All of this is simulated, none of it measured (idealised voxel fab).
process module | voxel double patterning
This is section cut - it's 185 nm across, gridded in 5 nm square cells.
Cross-sections here: square-cell grids, written as top-down lists of bands, a band being one or more rows of cells.
Look at the band entry: it leads with the top's height and the bottom's height in nm. Then it lists the materials left to right, with a width in nm for each. The word "everywhere" on a single material says that material fills the band edge to edge. The word "empty" is empty space.
Heights are reckoned from 0. Under this level, the received wafer is all of one material. The bottommost band is open-ended downward, for example "z 0 and below".
Read "30->40" as a graded width: first number on top, second number at the bottom, same change between each pair of neighbouring rows.
You'll sometimes find "all unchanged" written for a step, and that's the way of saying that nowhere in the cross-section did a cell change during that step.
Empty spaces counting at least 8 cells and having no open way to the top are listed in "Voids, fully enclosed". The notation width x height at distance is used for each, the distance being from the left edge and all three values in nm.
Where a step's line continues beyond its settings, the continuation is a remark by the simulator itself on that step.
For masked steps, "overlay nm" on the step line gives how far right of plan the mask actually lay; a minus sign means it lay to the left.

-- plan
| 1 | RECEIVE [material Si] |
| 2 | CONFORMAL_DEP [material SiO2] [thk nm 5] |
| 3 | DIRECTIONAL_DEP [material TiN] [thk nm 15] |
| 4 | DIRECTIONAL_DEP [material SiN] [thk nm 10] |
| 5 | DIRECTIONAL_DEP [material aC] [thk nm 15] |
| 6 | PATTERN [tone open] [mask id FIRST] [material resist] [width nm 15] [pitch nm 50] [thk nm 30] [overlay nm 0] |
| 7 | DIRECTIONAL_ETCH [etch materials aC] [depth nm 15] |
| 8 | STRIP [etch materials resist] |
| 9 | DIRECTIONAL_ETCH [etch materials SiN] [depth nm 10] |
| 10 | STRIP [etch materials aC] |
| 11 | PATTERN [tone open] [mask id SECOND] [material resist] [width nm 15] [pitch nm 50] [thk nm 20] [overlay nm 0] |
| 12 | DIRECTIONAL_ETCH [etch materials SiN] [depth nm 10] |
| 13 | STRIP [etch materials resist] |
| 14 | DIRECTIONAL_ETCH [etch materials TiN] [depth nm 15] |
| 15 | STRIP [etch materials SiN] |

-- Delivered wafer in cross-section: state after step 1
- z 0 and below  Si everywhere
- Voids, fully enclosed: none

-- Cross-section at module end, one run error; start and plan unchanged from above
- z 20 to 5  empty 35 nm, then TiN 15 nm, then empty 35 nm, then TiN 15 nm, then empty 35 nm, then TiN 15 nm, then empty 35 nm
- z 5 to 0  SiO2 everywhere
- z 0 and below  Si everywhere
- Voids, fully enclosed: none
Want to know what went wrong? step 6, actual vs plan mismatch, actual run PATTERN [tone cover] [mask id FIRST] [material resist] [width nm 15] [pitch nm 50] [thk nm 30] [overlay nm 0]
